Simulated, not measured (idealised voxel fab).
process module | voxel plated lines
cross-section cut | 265 nm wide | cells 5 nm
A cross-section is a grid of square cells, given in bands from the top down. A band is one or more rows of cells.
Each band's line starts with the height of the band's top and of its bottom, in nm. Then come its materials from left to right, each with its width in nm. One material with "throughout" fills the band from edge to edge. "air" is empty space.
Height 0 is the level under which the wafer as received is all one material. The lowest band goes on downwards, as in "0 down".
A width such as "30 to 40" changes by the same amount from each row of cells to the next, from the band's top row to its bottom row.
"no change" after a step means that no cell of the cross-section changed.
closed voids: empty space of 8 cells or more with no open way to the top, each as width x height at its distance from the left edge, in nm
after a step's settings: what the simulator itself notes on the step
overlay nm, on a step with a mask: how far to the right of its planned place the mask lay; to the left if negative
plan
1 op RECEIVE | material Si
2 op CONFORMAL_DEP | material SiO2 | thk nm 5
3 op DIRECTIONAL_DEP | material TiN | thk nm 5
4 op PATTERN | tone open | mask id LINES | material resist | width nm 20 | pitch nm 45 | thk nm 25 | overlay nm 0
5 op EPI | material Ru | thk nm 5
6 op EPI | material Ru | thk nm 5
7 op STRIP | etch materials resist
8 op DIRECTIONAL_ETCH | etch materials TiN | depth nm 5
9 op CONFORMAL_DEP | material SiN | thk nm 5
first wafer, as planned
as received, after step 1
  0 down: Si throughout
  closed voids: none
after step 2
  5 to 0: SiO2 throughout
  below 0: unchanged
after step 3
  10 to 5: TiN throughout
  below 5: unchanged
after step 4
  35 to 10: resist 55 | air 20 | resist 25 | air 20 | resist 25 | air 20 | resist 25 | air 20 | resist 55
  below 10: unchanged
after step 5
  35 to 15: resist 55 | air 20 | resist 25 | air 20 | resist 25 | air 20 | resist 25 | air 20 | resist 55
  15 to 10: resist 55 | Ru 20 | resist 25 | Ru 20 | resist 25 | Ru 20 | resist 25 | Ru 20 | resist 55
  below 10: unchanged
after step 6
  35 to 20: resist 55 | air 20 | resist 25 | air 20 | resist 25 | air 20 | resist 25 | air 20 | resist 55
  20 to 10: resist 55 | Ru 20 | resist 25 | Ru 20 | resist 25 | Ru 20 | resist 25 | Ru 20 | resist 55
  below 10: unchanged
after step 7
  20 to 10: air 55 | Ru 20 | air 25 | Ru 20 | air 25 | Ru 20 | air 25 | Ru 20 | air 55
  below 10: unchanged
after step 8
  20 to 10: air 55 | Ru 20 | air 25 | Ru 20 | air 25 | Ru 20 | air 25 | Ru 20 | air 55
  10 to 5: air 55 | TiN 20 | air 25 | TiN 20 | air 25 | TiN 20 | air 25 | TiN 20 | air 55
  below 5: unchanged
after step 9
  25 to 20: air 50 | SiN 30 | air 15 | SiN 30 | air 15 | SiN 30 | air 15 | SiN 30 | air 50
  20 to 10: air 50 | SiN 5 | Ru 20 | SiN 5 | air 15 | SiN 5 | Ru 20 | SiN 5 | air 15 | SiN 5 | Ru 20 | SiN 5 | air 15 | SiN 5 | Ru 20 | SiN 5 | air 50
  10 to 5: SiN 55 | TiN 20 | SiN 25 | TiN 20 | SiN 25 | TiN 20 | SiN 25 | TiN 20 | SiN 55
  below 5: unchanged
second wafer: like start, like plan, one mistake. Through step 8 it matches the first wafer
when step 9 should have ended: no change
what went wrong: step 9 was left out
at the end the second wafer has, in cells: 77 fewer of SiN
